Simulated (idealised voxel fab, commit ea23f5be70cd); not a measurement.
Title: Process Module voxel fin reveal
FYI the section here is cut, 240 nm wide, cells are 5 nm squares.
Reading order for cross-sections: top band down to bottom band. Underlying form: a grid of square cells. Band size: one or more rows of cells.
Band: top height; bottom height; in nm. Then, left to right: material with width in nm, for each material. "throughout": a single material spanning edge to edge. "blank": empty space.
Ref level 0: as-received wafer is one material below here. Bottom band extends down with no lower bound ("top 0, no bottom").
A width such as "30 to 40" changes by the same amount from each row of cells to the next, from the band's top row to its bottom row.
The cross-section has no changed cell in any step marked "no modification".
In the "Sealed cavities" entry, you get each enclosed empty space of 8 cells or more, one with no open way to the top, written width x height at distance, distance from the left edge, in nm.
after a step's settings: what the simulator itself notes on the step
overlay nm: where the mask lay relative to plan, measured to the right, on steps with a mask; negatives go left.

**Intended process steps**
1. RECEIVE with material Si
2. CONFORMAL_DEP with material SiN, thk nm 5
3. MASKED_ETCH with tone cover, mask id FINS, width nm 15, pitch nm 45, etch materials SiN, depth nm 5, overlay nm -15
4. MASKED_ETCH with tone cover, mask id FINS, width nm 15, pitch nm 45, etch materials Si, depth nm 35, overlay nm 0
5. OXIDIZE with depth nm 5
6. FILL_DEP with material SiO2, thk nm 10
7. CMP with height nm 5
8. SELECTIVE_ETCH with etch materials SiO2, depth nm 15
9. STRIP with etch materials SiN
All wafers enter the flow in the same state. The overlay nm at step 3 differs from wafer to wafer, and the plan gives the value for the first wafer.

**Cross-section, first of several wafers, as delivered after step 1**
- top 0, no bottom | Si throughout
- Sealed cavities: none

**The figure below presents a cross-section of the first of several wafers at the conclusion of the module, following its last step, step 9**
- top 0, bottom -10 | 35 blank / 5 to 20 Si / 40 to 25 blank / 5 to 20 Si / 40 to 25 blank / 5 to 20 Si / 40 to 25 blank / 5 to 20 Si / 65 to 50 blank
- top -10, bottom -40 | 35 SiO2 / 20 Si / 25 SiO2 / 20 Si / 25 SiO2 / 20 Si / 25 SiO2 / 20 Si / 50 SiO2
- top -40, no bottom | Si throughout
- Sealed cavities: none

**Cross-sectional view, end of module, last wafer of several**
- top 0, bottom -10 | 65 to 50 blank / 5 to 20 Si / 40 to 25 blank / 5 to 20 Si / 40 to 25 blank / 5 to 20 Si / 40 to 25 blank / 5 to 20 Si / 35 blank
- top -10, bottom -40 | 50 SiO2 / 20 Si / 25 SiO2 / 20 Si / 25 SiO2 / 20 Si / 25 SiO2 / 20 Si / 35 SiO2
- top -40, no bottom | Si throughout
- Sealed cavities: none

**So in this table every wafer gets its own row, and what you see is where it stands at the end of the module: for each material, how many cells it picked up (+) or gave up (-) since we received it, and after that its closed voids**
overlay nm -15; -268 Si; +192 SiO2; Sealed cavities: none
overlay nm -10; -296 Si; +216 SiO2; Sealed cavities: none
overlay nm -5; -324 Si; +240 SiO2; Sealed cavities: none
overlay nm 0; -352 Si; +264 SiO2; Sealed cavities: none
overlay nm 5; -324 Si; +240 SiO2; Sealed cavities: none
overlay nm 10; -296 Si; +216 SiO2; Sealed cavities: none
overlay nm 15; -268 Si; +192 SiO2; Sealed cavities: none
